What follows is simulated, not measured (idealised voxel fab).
Module name: voxel self aligned vias (process module)
Cross-section cut: width 210 nm, square cells of 5 nm.
When this document writes out a cross-section, it uses a grid of square cells and lists it as bands, beginning at the top and moving down, with a band standing for one or more rows of cells.
The entry gives the band's vertical extent as a top height and a bottom height in nm, then its horizontal make-up as materials from left to right, each with a width in nm. "air" stands for empty space; a single material marked "full width" fills the band edge to edge.
It should be noted that heights are counted from 0, beneath which the wafer as supplied is of one material throughout, and that the lowest band possesses no lower boundary but continues downward, as written in "z 0 and below".
Width spec "30->40" -> top row of cells at first value, bottom row at second value, equal per-row change in between.
What does "identical to before" mean for a step? It means no cell of the cross-section changed in that step.
"Sealed cavities" contains a list of empty spaces, each no smaller than 8 cells and without an open way to the top, written in the form width x height at distance with the distance from the left edge and all three in nm.
Step line, after settings: the simulator's comment on this step.
overlay nm: mask offset rightward from planned place, masked step; negative means leftward offset.
Everything after this point is organized in pairs: a cross-section before one process step, a cross-section after it that shows only as deep as the lowest changed band, and, under the pair, the intervening step with its settings. Because different runs of this module on the same starting wafer can supply different pairs, a pair continues from the pair above it only if its entry headed "Before processing" says so.

Before processing
- z 55 to 40  SiO2 full width
- z 40 to 35  50 nm SiO2; 30 nm SiN; 50 nm SiO2; 30 nm SiN; 50 nm SiO2
- z 35 to 25  50 nm SiO2; 5 nm TiN; 20 nm Ru; 5 nm TiN; 50 nm SiO2; 5 nm TiN; 20 nm Ru; 5 nm TiN; 50 nm SiO2
- z 25 to 20  50 nm SiO2; 30 nm TiN; 50 nm SiO2; 30 nm TiN; 50 nm SiO2
- z 20 to 15  SiCN full width
- z 15 to 0  SiO2 full width
- z 0 and below  Si full width
- Sealed cavities: none

Cross-Section Thereafter
- z 55 to 40  35 nm SiO2; 60 nm air; 20 nm SiO2; 60 nm air; 35 nm SiO2
- Everything under 40 stays put, no change at all.
- Sealed cavities: none
So what happens between those two cross-sections up there? MASKED_ETCH with tone open, mask id VIAS, width nm 60, pitch nm 80, etch materials SiO2, depth nm 15, overlay nm 0

Before processing: refer to the pair immediately above; the cross-section shown after its step is the state before this one.

Cross-Section Thereafter
- z 55 to 40  35 nm SiO2; 60 nm air; 20 nm SiO2; 60 nm air; 35 nm SiO2
- z 40 to 35  50 nm SiO2; 30 nm air; 50 nm SiO2; 30 nm air; 50 nm SiO2
- Everything under 35 stays put, no change at all.
- Sealed cavities: none
So what happens between those two cross-sections up there? MASKED_ETCH with tone open, mask id VIAS, width nm 50, pitch nm 80, etch materials SiN, depth nm 5, overlay nm 0

Before processing: refer to the pair immediately above; the cross-section shown after its step is the state before this one.

Cross-Section Thereafter
- z 60 to 55  40 nm TiN; 50 nm air; 30 nm TiN; 50 nm air; 40 nm TiN
- z 55 to 45  35 nm SiO2; 5 nm TiN; 50 nm air; 5 nm TiN; 20 nm SiO2; 5 nm TiN; 50 nm air; 5 nm TiN; 35 nm SiO2
- z 45 to 40  35 nm SiO2; 20 nm TiN; 20 nm air; 20 nm TiN; 20 nm SiO2; 20 nm TiN; 20 nm air; 20 nm TiN; 35 nm SiO2
- z 40 to 35  50 nm SiO2; 30 nm TiN; 50 nm SiO2; 30 nm TiN; 50 nm SiO2
- Everything under 35 stays put, no change at all.
- Sealed cavities: none
So what happens between those two cross-sections up there? CONFORMAL_DEP with material TiN, thk nm 5

Before processing: refer to the pair immediately above; the cross-section shown after its step is the state before this one.

Cross-Section Thereafter
- z 65 to 60  Cu full width
- z 60 to 55  40 nm TiN; 50 nm Cu; 30 nm TiN; 50 nm Cu; 40 nm TiN
- z 55 to 45  35 nm SiO2; 5 nm TiN; 50 nm Cu; 5 nm TiN; 20 nm SiO2; 5 nm TiN; 50 nm Cu; 5 nm TiN; 35 nm SiO2
- z 45 to 40  35 nm SiO2; 20 nm TiN; 20 nm Cu; 20 nm TiN; 20 nm SiO2; 20 nm TiN; 20 nm Cu; 20 nm TiN; 35 nm SiO2
- Everything under 40 stays put, no change at all.
- Sealed cavities: none
So what happens between those two cross-sections up there? FILL_DEP with material Cu, thk nm 5

Before processing: refer to the pair immediately above; the cross-section shown after its step is the state before this one.

Cross-Section Thereafter
- z 55 to 45  35 nm SiO2; 5 nm TiN; 50 nm Cu; 5 nm TiN; 20 nm SiO2; 5 nm TiN; 50 nm Cu; 5 nm TiN; 35 nm SiO2
- Everything under 45 stays put, no change at all.
- Sealed cavities: none
So what happens between those two cross-sections up there? CMP with height nm 55

Before processing: refer to the pair immediately above; the cross-section shown after its step is the state before this one.

Cross-Section Thereafter
- z 60 to 55  SiCN full width
- Everything under 55 stays put, no change at all.
- Sealed cavities: none
So what happens between those two cross-sections up there? CONFORMAL_DEP with material SiCN, thk nm 5

Before processing
- z 55 to 40  SiO2 full width
- z 40 to 35  50 nm SiO2; 30 nm SiN; 50 nm SiO2; 30 nm SiN; 50 nm SiO2
- z 35 to 25  50 nm SiO2; 5 nm TiN; 20 nm Ru; 5 nm TiN; 50 nm SiO2; 5 nm TiN; 20 nm Ru; 5 nm TiN; 50 nm SiO2
- z 25 to 20  50 nm SiO2; 30 nm TiN; 50 nm SiO2; 30 nm TiN; 50 nm SiO2
- z 20 to 15  SiCN full width
- z 15 to 0  SiO2 full width
- z 0 and below  Si full width
- Sealed cavities: none

Cross-Section Thereafter
- z 55 to 40  45 nm SiO2; 50 nm air; 30 nm SiO2; 50 nm air; 35 nm SiO2
- Everything under 40 stays put, no change at all.
- Sealed cavities: none
So what happens between those two cross-sections up there? MASKED_ETCH with tone open, mask id VIAS, width nm 50, pitch nm 80, etch materials SiO2, depth nm 15, overlay nm 5

Before processing: refer to the pair immediately above; the cross-section shown after its step is the state before this one.

Cross-Section Thereafter
- z 55 to 40  45 nm SiO2; 50 nm air; 30 nm SiO2; 50 nm air; 35 nm SiO2
- z 40 to 35  50 nm SiO2; 30 nm air; 50 nm SiO2; 30 nm air; 50 nm SiO2
- Everything under 35 stays put, no change at all.
- Sealed cavities: none
So what happens between those two cross-sections up there? MASKED_ETCH with tone open, mask id VIAS, width nm 50, pitch nm 80, etch materials SiN, depth nm 5, overlay nm 0

Before processing: refer to the pair immediately above; the cross-section shown after its step is the state before this one.

Cross-Section Thereafter
- z 60 to 55  50 nm TiN; 40 nm air; 40 nm TiN; 40 nm air; 40 nm TiN
- z 55 to 45  45 nm SiO2; 5 nm TiN; 40 nm air; 5 nm TiN; 30 nm SiO2; 5 nm TiN; 40 nm air; 5 nm TiN; 35 nm SiO2
- z 45 to 40  45 nm SiO2; 10 nm TiN; 20 nm air; 20 nm TiN; 30 nm SiO2; 10 nm TiN; 20 nm air; 20 nm TiN; 35 nm SiO2
- z 40 to 35  50 nm SiO2; 30 nm TiN; 50 nm SiO2; 30 nm TiN; 50 nm SiO2
- Everything under 35 stays put, no change at all.
- Sealed cavities: none
So what happens between those two cross-sections up there? CONFORMAL_DEP with material TiN, thk nm 5

Before processing: refer to the pair immediately above; the cross-section shown after its step is the state before this one.

Cross-Section Thereafter
- z 65 to 60  Cu full width
- z 60 to 55  50 nm TiN; 40 nm Cu; 40 nm TiN; 40 nm Cu; 40 nm TiN
- z 55 to 45  45 nm SiO2; 5 nm TiN; 40 nm Cu; 5 nm TiN; 30 nm SiO2; 5 nm TiN; 40 nm Cu; 5 nm TiN; 35 nm SiO2
- z 45 to 40  45 nm SiO2; 10 nm TiN; 20 nm Cu; 20 nm TiN; 30 nm SiO2; 10 nm TiN; 20 nm Cu; 20 nm TiN; 35 nm SiO2
- Everything under 40 stays put, no change at all.
- Sealed cavities: none
So what happens between those two cross-sections up there? FILL_DEP with material Cu, thk nm 5

Before processing: refer to the pair immediately above; the cross-section shown after its step is the state before this one.

Cross-Section Thereafter
- z 55 to 45  45 nm SiO2; 5 nm TiN; 40 nm Cu; 5 nm TiN; 30 nm SiO2; 5 nm TiN; 40 nm Cu; 5 nm TiN; 35 nm SiO2
- Everything under 45 stays put, no change at all.
- Sealed cavities: none
So what happens between those two cross-sections up there? CMP with height nm 55

Before processing: refer to the pair immediately above; the cross-section shown after its step is the state before this one.

Cross-Section Thereafter
- z 60 to 55  SiCN full width
- Everything under 55 stays put, no change at all.
- Sealed cavities: none
So what happens between those two cross-sections up there? CONFORMAL_DEP with material SiCN, thk nm 5

Before processing
- z 20 to 15  SiCN full width
- z 15 to 0  SiO2 full width
- z 0 and below  Si full width
- Sealed cavities: none

Cross-Section Thereafter
- z 40 to 20  Cu full width
- Everything under 20 stays put, no change at all.
- Sealed cavities: none
So what happens between those two cross-sections up there? DIRECTIONAL_DEP with material Cu, thk nm 20

Before processing: refer to the pair immediately above; the cross-section shown after its step is the state before this one.

Cross-Section Thereafter
- z 55 to 40  50 nm resist; 30 nm air; 50 nm resist; 30 nm air; 50 nm resist
- Everything under 40 stays put, no change at all.
- Sealed cavities: none
So what happens between those two cross-sections up there? PATTERN with tone open, mask id LINES, material resist, width nm 30, pitch nm 80, thk nm 15, overlay nm 0

Before processing: refer to the pair immediately above; the cross-section shown after its step is the state before this one.

Cross-Section Thereafter
- z 40 to 20  Cu full width
- Everything under 20 stays put, no change at all.
- Sealed cavities: none
So what happens between those two cross-sections up there? STRIP with etch materials resist

Before processing: refer to the pair immediately above; the cross-section shown after its step is the state before this one.

Cross-Section Thereafter
- z 45 to 40  TiN full width
- Everything under 40 stays put, no change at all.
- Sealed cavities: none
So what happens between those two cross-sections up there? CONFORMAL_DEP with material TiN, thk nm 5

Before processing: refer to the pair immediately above; the cross-section shown after its step is the state before this one.

Cross-Section Thereafter
- z 50 to 45  Ru full width
- Everything under 45 stays put, no change at all.
- Sealed cavities: none
So what happens between those two cross-sections up there? FILL_DEP with material Ru, thk nm 5

Before processing: refer to the pair immediately above; the cross-section shown after its step is the state before this one.

Cross-Section Thereafter
- z 40 to 20  Cu full width
- Everything under 20 stays put, no change at all.
- Sealed cavities: none
So what happens between those two cross-sections up there? CMP with height nm 40

Before processing: refer to the pair immediately above; the cross-section shown after its step is the state before this one.

Cross-Section Thereafter
- z 50 to 40  SiN full width
- Everything under 40 stays put, no change at all.
- Sealed cavities: none
So what happens between those two cross-sections up there? FILL_DEP with material SiN, thk nm 10

Before processing: refer to the pair immediately above; the cross-section shown after its step is the state before this one.

Cross-Section Thereafter
- z 40 to 20  Cu full width
- Everything under 20 stays put, no change at all.
- Sealed cavities: none
So what happens between those two cross-sections up there? CMP with height nm 40

Before processing: refer to the pair immediately above; the cross-section shown after its step is the state before this one.

Cross-Section Thereafter
- z 55 to 40  SiO2 full width
- Everything under 40 stays put, no change at all.
- Sealed cavities: none
So what happens between those two cross-sections up there? DIRECTIONAL_DEP with material SiO2, thk nm 15

Before processing: refer to the pair immediately above; the cross-section shown after its step is the state before this one.

Cross-Section Thereafter
- z 55 to 40  40 nm SiO2; 50 nm air; 30 nm SiO2; 50 nm air; 40 nm SiO2
- Everything under 40 stays put, no change at all.
- Sealed cavities: none
So what happens between those two cross-sections up there? MASKED_ETCH with tone open, mask id VIAS, width nm 50, pitch nm 80, etch materials SiO2, depth nm 15, overlay nm 0

Before processing: refer to the pair immediately above; the cross-section shown after its step is the state before this one.

Cross-Section Thereafter
- z 60 to 55  45 nm TiN; 40 nm air; 40 nm TiN; 40 nm air; 45 nm TiN
- z 55 to 45  40 nm SiO2; 5 nm TiN; 40 nm air; 5 nm TiN; 30 nm SiO2; 5 nm TiN; 40 nm air; 5 nm TiN; 40 nm SiO2
- z 45 to 40  40 nm SiO2; 50 nm TiN; 30 nm SiO2; 50 nm TiN; 40 nm SiO2
- Everything under 40 stays put, no change at all.
- Sealed cavities: none
So what happens between those two cross-sections up there? CONFORMAL_DEP with material TiN, thk nm 5

Before processing: refer to the pair immediately above; the cross-section shown after its step is the state before this one.

Cross-Section Thereafter
- z 65 to 60  Cu full width
- z 60 to 55  45 nm TiN; 40 nm Cu; 40 nm TiN; 40 nm Cu; 45 nm TiN
- z 55 to 45  40 nm SiO2; 5 nm TiN; 40 nm Cu; 5 nm TiN; 30 nm SiO2; 5 nm TiN; 40 nm Cu; 5 nm TiN; 40 nm SiO2
- Everything under 45 stays put, no change at all.
- Sealed cavities: none
So what happens between those two cross-sections up there? FILL_DEP with material Cu, thk nm 5

Before processing: refer to the pair immediately above; the cross-section shown after its step is the state before this one.

Cross-Section Thereafter
- z 55 to 45  40 nm SiO2; 5 nm TiN; 40 nm Cu; 5 nm TiN; 30 nm SiO2; 5 nm TiN; 40 nm Cu; 5 nm TiN; 40 nm SiO2
- Everything under 45 stays put, no change at all.
- Sealed cavities: none
So what happens between those two cross-sections up there? CMP with height nm 55

Before processing: refer to the pair immediately above; the cross-section shown after its step is the state before this one.

Cross-Section Thereafter
- z 60 to 55  SiCN full width
- Everything under 55 stays put, no change at all.
- Sealed cavities: none
So what happens between those two cross-sections up there? CONFORMAL_DEP with material SiCN, thk nm 5

Before processing
- z 55 to 40  SiO2 full width
- z 40 to 35  50 nm SiO2; 30 nm SiN; 50 nm SiO2; 30 nm SiN; 50 nm SiO2
- z 35 to 25  50 nm SiO2; 5 nm TiN; 20 nm Ru; 5 nm TiN; 50 nm SiO2; 5 nm TiN; 20 nm Ru; 5 nm TiN; 50 nm SiO2
- z 25 to 20  50 nm SiO2; 30 nm TiN; 50 nm SiO2; 30 nm TiN; 50 nm SiO2
- z 20 to 15  SiCN full width
- z 15 to 0  SiO2 full width
- z 0 and below  Si full width
- Sealed cavities: none

Cross-Section Thereafter
- z 55 to 40  40 nm air; 50 nm SiO2; 30 nm air; 50 nm SiO2; 40 nm air
- Everything under 40 stays put, no change at all.
- Sealed cavities: none
So what happens between those two cross-sections up there? MASKED_ETCH with tone cover, mask id VIAS, width nm 50, pitch nm 80, etch materials SiO2, depth nm 15, overlay nm 0

Before processing: refer to the pair immediately above; the cross-section shown after its step is the state before this one.

Cross-Section Thereafter
- z 60 to 55  35 nm air; 60 nm TiN; 20 nm air; 60 nm TiN; 35 nm air
- z 55 to 45  35 nm air; 5 nm TiN; 50 nm SiO2; 5 nm TiN; 20 nm air; 5 nm TiN; 50 nm SiO2; 5 nm TiN; 35 nm air
- z 45 to 40  40 nm TiN; 50 nm SiO2; 30 nm TiN; 50 nm SiO2; 40 nm TiN
- Everything under 40 stays put, no change at all.
- Sealed cavities: none
So what happens between those two cross-sections up there? CONFORMAL_DEP with material TiN, thk nm 5

Before processing: refer to the pair immediately above; the cross-section shown after its step is the state before this one.

Cross-Section Thereafter
- z 65 to 60  Cu full width
- z 60 to 55  35 nm Cu; 60 nm TiN; 20 nm Cu; 60 nm TiN; 35 nm Cu
- z 55 to 45  35 nm Cu; 5 nm TiN; 50 nm SiO2; 5 nm TiN; 20 nm Cu; 5 nm TiN; 50 nm SiO2; 5 nm TiN; 35 nm Cu
- Everything under 45 stays put, no change at all.
- Sealed cavities: none
So what happens between those two cross-sections up there? FILL_DEP with material Cu, thk nm 5

Before processing: refer to the pair immediately above; the cross-section shown after its step is the state before this one.

Cross-Section Thereafter
- z 55 to 45  35 nm Cu; 5 nm TiN; 50 nm SiO2; 5 nm TiN; 20 nm Cu; 5 nm TiN; 50 nm SiO2; 5 nm TiN; 35 nm Cu
- Everything under 45 stays put, no change at all.
- Sealed cavities: none
So what happens between those two cross-sections up there? CMP with height nm 55

Before processing: refer to the pair immediately above; the cross-section shown after its step is the state before this one.

Cross-Section Thereafter
- z 60 to 55  SiCN full width
- Everything under 55 stays put, no change at all.
- Sealed cavities: none
So what happens between those two cross-sections up there? CONFORMAL_DEP with material SiCN, thk nm 5
